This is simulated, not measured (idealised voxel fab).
Presented below is a process module, voxel ribs on slabs.
Square cells of 5 nm make up the cross-section cut, whose width is 160 nm.
A cross-section is a grid of square cells, given in bands from the top down. A band is one or more rows of cells.
Each band's line starts with the height of the band's top and of its bottom, in nm. Then come its materials from left to right, each with its width in nm. One material with "edge to edge" fills the band from edge to edge. "empty" is empty space.
Height is counted from the level 0, under which the received wafer is composed throughout of one material. The lowest of the bands is not closed at the bottom but continues downward, in the notation "z 0 and below".
A width such as "30 to 40" changes by the same amount from each row of cells to the next, from the band's top row to its bottom row.
Reading "all unchanged" for a step: not a cell of the cross-section changed in it.
Under "Internal closed voids" you'll find the enclosed gaps, the ones with no way out to the top, that are 8 cells or bigger; each reads width x height at distance, with distance counted from the left edge, everything in nm.
If you see something after the settings on a step's line, that's the simulator's own remark about that step.
On any step carrying a mask, the "overlay nm" setting, if present on the step's line, tells how far right of its planned place the mask lay; negative values point to the left.

The process steps that were planned are listed below:
1. RECEIVE with material Si
2. DIRECTIONAL_DEP with material SiO2, thk nm 25
3. DIRECTIONAL_DEP with material SiN, thk nm 20
4. DIRECTIONAL_DEP with material aC, thk nm 10
5. PATTERN with tone cover, mask id RIB, material resist, width nm 30, thk nm 30, overlay nm 0
6. DIRECTIONAL_ETCH with etch materials aC, depth nm 10
7. STRIP with etch materials resist
8. DIRECTIONAL_ETCH with etch materials SiN, depth nm 10
9. STRIP with etch materials aC
10. DIRECTIONAL_DEP with material aC, thk nm 15
11. PATTERN with tone cover, mask id SLAB, material resist, width nm 90, thk nm 30, overlay nm 0
12. DIRECTIONAL_ETCH with etch materials aC, depth nm 15
13. STRIP with etch materials resist
14. DIRECTIONAL_ETCH with etch materials SiN, depth nm 10
15. STRIP with etch materials aC
16. FILL_DEP with material SiO2, thk nm 25
17. CMP with height nm 65
18. DIRECTIONAL_DEP with material TiN, thk nm 5
19. DIRECTIONAL_DEP with material aC, thk nm 15
20. PATTERN with tone cover, mask id HEATER, material resist, width nm 40, thk nm 30, overlay nm 0
21. DIRECTIONAL_ETCH with etch materials aC, depth nm 15
22. STRIP with etch materials resist
23. DIRECTIONAL_ETCH with etch materials TiN, depth nm 5
24. STRIP with etch materials aC
25. CONFORMAL_DEP with material SiN, thk nm 5

The following pertains to the first of two wafers, which was processed as planned:

As received, after step 1:
  z 0 and below = Si edge to edge
  Internal closed voids: none

Cross-section of the wafer after step 2:
  z 25 to 0 = SiO2 edge to edge
  Under the height 0 nothing was changed.

Cross-section of the wafer after step 3:
  z 45 to 25 = SiN edge to edge
  Under the height 25 nothing was changed.

Cross-section of the wafer after step 4:
  z 55 to 45 = aC edge to edge
  Under the height 45 nothing was changed.

Cross-section of the wafer after step 5:
  z 85 to 55 = 65 of empty | 30 of resist | 65 of empty
  Under the height 55 nothing was changed.

Cross-section of the wafer after step 6:
  z 75 to 55 = 65 of empty | 30 of resist | 65 of empty
  z 55 to 45 = 65 of empty | 30 of aC | 65 of empty
  Under the height 45 nothing was changed.

Cross-section of the wafer after step 7:
  z 55 to 45 = 65 of empty | 30 of aC | 65 of empty
  Under the height 45 nothing was changed.

Cross-section of the wafer after step 8:
  z 55 to 45 = 65 of empty | 30 of aC | 65 of empty
  z 45 to 35 = 65 of empty | 30 of SiN | 65 of empty
  Under the height 35 nothing was changed.

Cross-section of the wafer after step 9:
  z 45 to 35 = 65 of empty | 30 of SiN | 65 of empty
  Under the height 35 nothing was changed.

Cross-section of the wafer after step 10:
  z 60 to 50 = 65 of empty | 30 of aC | 65 of empty
  z 50 to 45 = aC edge to edge
  z 45 to 35 = 65 of aC | 30 of SiN | 65 of aC
  Under the height 35 nothing was changed.

Cross-section of the wafer after step 11:
  z 90 to 60 = 35 of empty | 90 of resist | 35 of empty
  z 60 to 50 = 35 of empty | 30 of resist | 30 of aC | 30 of resist | 35 of empty
  Under the height 50 nothing was changed.

Cross-section of the wafer after step 12:
  z 75 to 60 = 35 of empty | 90 of resist | 35 of empty
  z 60 to 50 = 35 of empty | 30 of resist | 30 of aC | 30 of resist | 35 of empty
  z 50 to 45 = 35 of empty | 90 of aC | 35 of empty
  z 45 to 35 = 35 of empty | 30 of aC | 30 of SiN | 30 of aC | 35 of empty
  Under the height 35 nothing was changed.

Cross-section of the wafer after step 13:
  z 60 to 50 = 65 of empty | 30 of aC | 65 of empty
  Under the height 50 nothing was changed.

Cross-section of the wafer after step 14:
  z 60 to 50 = 65 of empty | 30 of aC | 65 of empty
  z 50 to 45 = 35 of empty | 90 of aC | 35 of empty
  z 45 to 35 = 35 of empty | 30 of aC | 30 of SiN | 30 of aC | 35 of empty
  z 35 to 25 = 35 of empty | 90 of SiN | 35 of empty
  Under the height 25 nothing was changed.

Cross-section of the wafer after step 15:
  z 45 to 35 = 65 of empty | 30 of SiN | 65 of empty
  Under the height 35 nothing was changed.

Cross-section of the wafer after step 16:
  z 70 to 45 = SiO2 edge to edge
  z 45 to 35 = 65 of SiO2 | 30 of SiN | 65 of SiO2
  z 35 to 25 = 35 of SiO2 | 90 of SiN | 35 of SiO2
  Under the height 25 nothing was changed.

Cross-section of the wafer after step 17:
  z 65 to 45 = SiO2 edge to edge
  Under the height 45 nothing was changed.

Cross-section of the wafer after step 18:
  z 70 to 65 = TiN edge to edge
  Under the height 65 nothing was changed.

Cross-section of the wafer after step 19:
  z 85 to 70 = aC edge to edge
  Under the height 70 nothing was changed.

Cross-section of the wafer after step 20:
  z 115 to 85 = 60 of empty | 40 of resist | 60 of empty
  Under the height 85 nothing was changed.

Cross-section of the wafer after step 21:
  z 100 to 85 = 60 of empty | 40 of resist | 60 of empty
  z 85 to 70 = 60 of empty | 40 of aC | 60 of empty
  Under the height 70 nothing was changed.

Cross-section of the wafer after step 22:
  z 85 to 70 = 60 of empty | 40 of aC | 60 of empty
  Under the height 70 nothing was changed.

Cross-section of the wafer after step 23:
  z 85 to 70 = 60 of empty | 40 of aC | 60 of empty
  z 70 to 65 = 60 of empty | 40 of TiN | 60 of empty
  Under the height 65 nothing was changed.

Cross-section of the wafer after step 24:
  z 70 to 65 = 60 of empty | 40 of TiN | 60 of empty
  Under the height 65 nothing was changed.

Cross-section of the wafer after step 25:
  z 75 to 70 = 55 of empty | 50 of SiN | 55 of empty
  z 70 to 65 = 60 of SiN | 40 of TiN | 60 of SiN
  Under the height 65 nothing was changed.

The Second Wafer: Common Origin and Plan, One Mistake in Execution, Identical to the First Through Step 9:

The second wafer in cross-section, at the planned close of step 10:
  z 60 to 50 = 65 of empty | 30 of TiN | 65 of empty
  z 50 to 45 = TiN edge to edge
  z 45 to 35 = 65 of TiN | 30 of SiN | 65 of TiN
  Under the height 35 nothing was changed.

The second wafer in cross-section, at the planned close of step 11:
  z 90 to 60 = 35 of empty | 90 of resist | 35 of empty
  z 60 to 50 = 35 of empty | 30 of resist | 30 of TiN | 30 of resist | 35 of empty
  Under the height 50 nothing was changed.

The second wafer in cross-section, at the planned close of step 12:
  z 75 to 60 = 35 of empty | 90 of resist | 35 of empty
  Under the height 60 nothing was changed.

The second wafer in cross-section, at the planned close of step 13:
  z 60 to 50 = 65 of empty | 30 of TiN | 65 of empty
  Under the height 50 nothing was changed.

The second wafer in cross-section, at the planned close of step 14: all unchanged

The second wafer in cross-section, at the planned close of step 15: all unchanged

The second wafer in cross-section, at the planned close of step 16:
  z 85 to 60 = SiO2 edge to edge
  z 60 to 50 = 65 of SiO2 | 30 of TiN | 65 of SiO2
  Under the height 50 nothing was changed.

The second wafer in cross-section, at the planned close of step 17:
  z 65 to 60 = SiO2 edge to edge
  Under the height 60 nothing was changed.

The second wafer in cross-section, at the planned close of step 18:
  z 70 to 65 = TiN edge to edge
  Under the height 65 nothing was changed.

The second wafer in cross-section, at the planned close of step 19:
  z 85 to 70 = aC edge to edge
  Under the height 70 nothing was changed.

The second wafer in cross-section, at the planned close of step 20:
  z 115 to 85 = 60 of empty | 40 of resist | 60 of empty
  Under the height 85 nothing was changed.

The second wafer in cross-section, at the planned close of step 21:
  z 100 to 85 = 60 of empty | 40 of resist | 60 of empty
  z 85 to 70 = 60 of empty | 40 of aC | 60 of empty
  Under the height 70 nothing was changed.

The second wafer in cross-section, at the planned close of step 22:
  z 85 to 70 = 60 of empty | 40 of aC | 60 of empty
  Under the height 70 nothing was changed.

The second wafer in cross-section, at the planned close of step 23:
  z 85 to 70 = 60 of empty | 40 of aC | 60 of empty
  z 70 to 65 = 60 of empty | 40 of TiN | 60 of empty
  Under the height 65 nothing was changed.

The second wafer in cross-section, at the planned close of step 24:
  z 70 to 65 = 60 of empty | 40 of TiN | 60 of empty
  Under the height 65 nothing was changed.

The second wafer in cross-section, at the planned close of step 25:
  z 75 to 70 = 55 of empty | 50 of SiN | 55 of empty
  z 70 to 65 = 60 of SiN | 40 of TiN | 60 of SiN
  Under the height 65 nothing was changed.
In executing the process, a mistake was made relative to the plan: it should be noted that step 10 was executed with settings other than those planned, the operation and settings actually applied being DIRECTIONAL_DEP with material TiN, thk nm 15
Cell-count delta at end, second wafer over first, by material: 28 more of SiN | 124 fewer of SiO2 | 96 more of TiN
